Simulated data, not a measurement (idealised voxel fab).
process module | voxel capacitor over wiring
cross-section cut | 235 nm wide | cells 5 nm
A cross-section is a grid of square cells, given in bands from the top down. A band is one or more rows of cells.
Each band's line starts with the height of the band's top and of its bottom, in nm. Then come its materials from left to right, each with its width in nm. One material with "throughout" fills the band from edge to edge. "air" is empty space.
Height 0 is the level under which the wafer as received is all one material. The lowest band goes on downwards, as in "0 down".
A width such as "30 to 40" changes by the same amount from each row of cells to the next, from the band's top row to its bottom row.
"no change" after a step means that no cell of the cross-section changed.
closed voids: empty space of 8 cells or more with no open way to the top, each as width x height at its distance from the left edge, in nm
after a step's settings: what the simulator itself notes on the step
overlay nm, on a step with a mask: how far to the right of its planned place the mask lay; to the left if negative
plan
1 op RECEIVE | material Si
2 op CONFORMAL_DEP | material SiO2 | thk nm 10
3 op DIRECTIONAL_DEP | material TiN | thk nm 5
4 op DIRECTIONAL_DEP | material Ru | thk nm 25
5 op MASKED_ETCH | tone cover | mask id METAL_1 | width nm 30 | pitch nm 95 | etch materials Ru | depth nm 25 | overlay nm 0
6 op MASKED_ETCH | tone cover | mask id METAL_1 | width nm 30 | pitch nm 95 | etch materials TiN | depth nm 5 | overlay nm 0
7 op CONFORMAL_DEP | material SiCN | thk nm 5
8 op FILL_DEP | material SiO2 | thk nm 5
9 op CMP | height nm 40
10 op CONFORMAL_DEP | material SiCN | thk nm 5
11 op DIRECTIONAL_DEP | material SiO2 | thk nm 20
12 op PATTERN | tone open | mask id PLUG_1 | material resist | width nm 15 | thk nm 20 | overlay nm 0
13 op DIRECTIONAL_ETCH | etch materials SiO2 | depth nm 20
14 op DIRECTIONAL_ETCH | etch materials SiCN | depth nm 5
15 op STRIP | etch materials resist
16 op CONFORMAL_DEP | material TiN | thk nm 5
17 op FILL_DEP | material W | thk nm 10
18 op CMP | height nm 65
19 op DIRECTIONAL_DEP | material TiN | thk nm 10
20 op DIRECTIONAL_DEP | material Al2O3 | thk nm 5
21 op DIRECTIONAL_DEP | material TiN | thk nm 10
22 op MASKED_ETCH | tone cover | mask id UPPER_PLATE | width nm 70 | etch materials TiN | depth nm 10 | overlay nm 0
23 op MASKED_ETCH | tone cover | mask id UPPER_PLATE | width nm 70 | etch materials Al2O3 | depth nm 5 | overlay nm 0
24 op MASKED_ETCH | tone cover | mask id LOWER_PLATE | width nm 80 | etch materials TiN | depth nm 10 | overlay nm 0
25 op FILL_DEP | material SiO2 | thk nm 20
26 op CMP | height nm 105
27 op DIRECTIONAL_DEP | material aC | thk nm 10
28 op PATTERN | tone open | mask id PLUG_2 | material resist | width nm 15 | thk nm 30 | overlay nm 0
29 op DIRECTIONAL_ETCH | etch materials aC | depth nm 10
30 op STRIP | etch materials resist
31 op DIRECTIONAL_ETCH | etch materials SiO2 | depth nm 15
32 op STRIP | etch materials aC
33 op CONFORMAL_DEP | material TiN | thk nm 5
34 op FILL_DEP | material Ru | thk nm 5
35 op CMP | height nm 105
36 op CONFORMAL_DEP | material SiCN | thk nm 5
as received, after step 1
  0 down: Si throughout
  closed voids: none
first wafer at the end, as planned
  110 to 105: SiCN throughout
  105 to 95: SiO2 80 | TiN 5 | Ru 5 | TiN 5 | SiO2 140
  95 to 90: SiO2 80 | TiN 15 | SiO2 140
  90 to 80: SiO2 70 | TiN 70 | SiO2 95
  80 to 75: SiO2 70 | Al2O3 70 | SiO2 95
  75 to 65: SiO2 65 | TiN 80 | SiO2 90
  65 to 45: SiO2 70 | TiN 5 | W 5 | TiN 5 | SiO2 150
  45 to 40: SiCN 70 | TiN 15 | SiCN 150
  40 to 15: SiO2 50 | SiCN 5 | Ru 30 | SiCN 5 | SiO2 55 | SiCN 5 | Ru 30 | SiCN 5 | SiO2 50
  15 to 10: SiCN 55 | TiN 30 | SiCN 65 | TiN 30 | SiCN 55
  10 to 0: SiO2 throughout
  0 down: Si throughout
  closed voids: none
second wafer at the end: like start, like plan, one mistake
  110 to 105: SiCN throughout
  105 to 95: SiO2 80 | TiN 5 | Ru 10 | TiN 5 | SiO2 135
  95 to 90: SiO2 80 | TiN 20 | SiO2 135
  90 to 80: SiO2 70 | TiN 70 | SiO2 95
  80 to 75: SiO2 70 | Al2O3 70 | SiO2 95
  75 to 65: SiO2 65 | TiN 80 | SiO2 90
  65 to 45: SiO2 70 | TiN 5 | W 5 | TiN 5 | SiO2 150
  45 to 40: SiCN 70 | TiN 15 | SiCN 150
  40 to 15: SiO2 50 | SiCN 5 | Ru 30 | SiCN 5 | SiO2 55 | SiCN 5 | Ru 30 | SiCN 5 | SiO2 50
  15 to 10: SiCN 55 | TiN 30 | SiCN 65 | TiN 30 | SiCN 55
  10 to 0: SiO2 throughout
  0 down: Si throughout
  closed voids: none
what went wrong: step 28 ran as: op PATTERN | tone open | mask id PLUG_2 | material resist | width nm 20 | thk nm 30 | overlay nm 0
at the end the second wafer has, in cells: 2 more of Ru | 3 fewer of SiO2 | 1 more of TiN
